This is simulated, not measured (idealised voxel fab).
process module | voxel trench capacitor
cross-section cut | 260 nm wide | cells 5 nm
A cross-section is a grid of square cells, given in bands from the top down. A band is one or more rows of cells.
Each band's line starts with the height of the band's top and of its bottom, in nm. Then come its materials from left to right, each with its width in nm. One material with "throughout" fills the band from edge to edge. "air" is empty space.
Height 0 is the level under which the wafer as received is all one material. The lowest band goes on downwards, as in "0 down".
A width such as "30 to 40" changes by the same amount from each row of cells to the next, from the band's top row to its bottom row.
"no change" after a step means that no cell of the cross-section changed.
closed voids: empty space of 8 cells or more with no open way to the top, each as width x height at its distance from the left edge, in nm
after a step's settings: what the simulator itself notes on the step
overlay nm, on a step with a mask: how far to the right of its planned place the mask lay; to the left if negative
plan
1 op RECEIVE | material Si
2 op CONFORMAL_DEP | material SiN | thk nm 5
3 op DIRECTIONAL_DEP | material aC | thk nm 15
4 op PATTERN | tone open | mask id TRENCH | material resist | width nm 25 | pitch nm 45 | thk nm 30 | overlay nm 0
5 op DIRECTIONAL_ETCH | etch materials aC | depth nm 15
6 op STRIP | etch materials resist
7 op DIRECTIONAL_ETCH | etch materials SiN | depth nm 5
8 op DIRECTIONAL_ETCH | etch materials Si | depth nm 35
9 op STRIP | etch materials aC
10 op CONFORMAL_DEP | material Al2O3 | thk nm 5
11 op FILL_DEP | material polySi | thk nm 10
12 op CMP | height nm 5
as received, after step 1
  0 down: Si throughout
  closed voids: none
a wafer at the end: this start, this plan, one mistake
  5 to 0: SiN 80 | Al2O3 5 | polySi 15 | Al2O3 5 | SiN 20 | Al2O3 5 | polySi 15 | Al2O3 5 | SiN 20 | Al2O3 5 | polySi 15 | Al2O3 5 | SiN 65
  0 to -30: Si 80 | Al2O3 5 | polySi 15 | Al2O3 5 | Si 20 | Al2O3 5 | polySi 15 | Al2O3 5 | Si 20 | Al2O3 5 | polySi 15 | Al2O3 5 | Si 65
  -30 to -35: Si 80 | Al2O3 25 | Si 20 | Al2O3 25 | Si 20 | Al2O3 25 | Si 65
  -35 down: Si throughout
  closed voids: none
what went wrong: step 4 ran as: op PATTERN | tone open | mask id TRENCH | material resist | width nm 25 | pitch nm 45 | thk nm 30 | overlay nm 10
